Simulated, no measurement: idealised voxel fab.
The process module presented herein is designated voxel air gaps.
Square cells of 5 nm make up the cross-section cut, whose width is 235 nm.
A cross-section in this document is a grid of square cells, and it is written down as bands, the top band listed before the ones below it; a band is made up of one or more rows of cells.
The entry gives the band's vertical extent as a top height and a bottom height in nm, then its horizontal make-up as materials from left to right, each with a width in nm. "empty" stands for empty space; a single material marked "all across" fills the band edge to edge.
All heights in this document are referenced to 0, defined as the level beneath which the wafer, as received, consists entirely of one material. The lowest band is not bounded below; it extends indefinitely downward and is written in the form "0 and below".
A two-number width, for instance "30 to 40", indicates that the width is equal to the first number in the top row of the band and to the second number in the bottom row, and that it changes by a constant amount per row of cells.
The designation "everything unchanged", where it is given for a processing step, indicates that no cell of the cross-section was altered in the course of that step.
The label "Closed void list" introduces a list of the empty spaces, 8 cells or larger, that have no open way up to the top; each entry in it reads width x height at distance, where the distance is taken from the left edge and all three are stated in nm.
Read whatever lies past the settings on a step's line as the simulator's own remark about the step.
"overlay nm" on a masked step: distance the mask lay right of its planned place, negative for left.
# Set out below are the planned steps of the process
1,RECEIVE | material Si
2,CONFORMAL_DEP | material SiO2 | thk nm 15
3,CONFORMAL_DEP | material SiN | thk nm 5
4,DIRECTIONAL_DEP | material lowk | thk nm 35
5,DIRECTIONAL_DEP | material aC | thk nm 15
6,PATTERN | tone open | mask id LINES | material resist | width nm 25 | pitch nm 50 | thk nm 30 | overlay nm 0
7,DIRECTIONAL_ETCH | etch materials aC | depth nm 15
8,STRIP | etch materials resist
9,DIRECTIONAL_ETCH | etch materials lowk | depth nm 35
10,STRIP | etch materials aC
11,CONFORMAL_DEP | material TiN | thk nm 5
12,FILL_DEP | material Cu | thk nm 10
13,CMP | height nm 55
14,EPI | material Ru | thk nm 10
15,SELECTIVE_ETCH | etch materials lowk | depth nm 45
16,CONFORMAL_DEP | material SiCN | thk nm 5
# Cross-section of the wafer upon arrival, representing the state reached after step 1
- 0 and below: Si all across
- Closed void list: none
# The module was run from the start shown above using the plan shown above, but one mistake was made doing it; the resulting wafer cross-section is below
- 70 down to 65: empty (40) / SiCN (155) / empty (40)
- 65 down to 55: empty (40) / SiCN (5) / Ru (45) / SiCN (5) / Ru (45) / SiCN (5) / Ru (45) / SiCN (5) / empty (40)
- 55 down to 50: empty (40) / SiCN (15) / TiN (5) / Cu (15) / TiN (5) / SiCN (25) / TiN (5) / Cu (15) / TiN (5) / SiCN (25) / TiN (5) / Cu (15) / TiN (5) / SiCN (15) / empty (40)
- 50 down to 30: empty (50) / SiCN (5) / TiN (5) / Cu (15) / TiN (5) / SiCN (5) / empty (15) / SiCN (5) / TiN (5) / Cu (15) / TiN (5) / SiCN (5) / empty (15) / SiCN (5) / TiN (5) / Cu (15) / TiN (5) / SiCN (5) / empty (50)
- 30 down to 25: SiCN (55) / TiN (25) / SiCN (25) / TiN (25) / SiCN (25) / TiN (25) / SiCN (55)
- 25 down to 20: SiN all across
- 20 down to 0: SiO2 all across
- 0 and below: Si all across
- Closed void list: 15 x 20 at 85; 15 x 20 at 135
Which mistake was made when the wafer was run? step 2, actual vs plan mismatch, actual run CONFORMAL_DEP | material SiO2 | thk nm 20
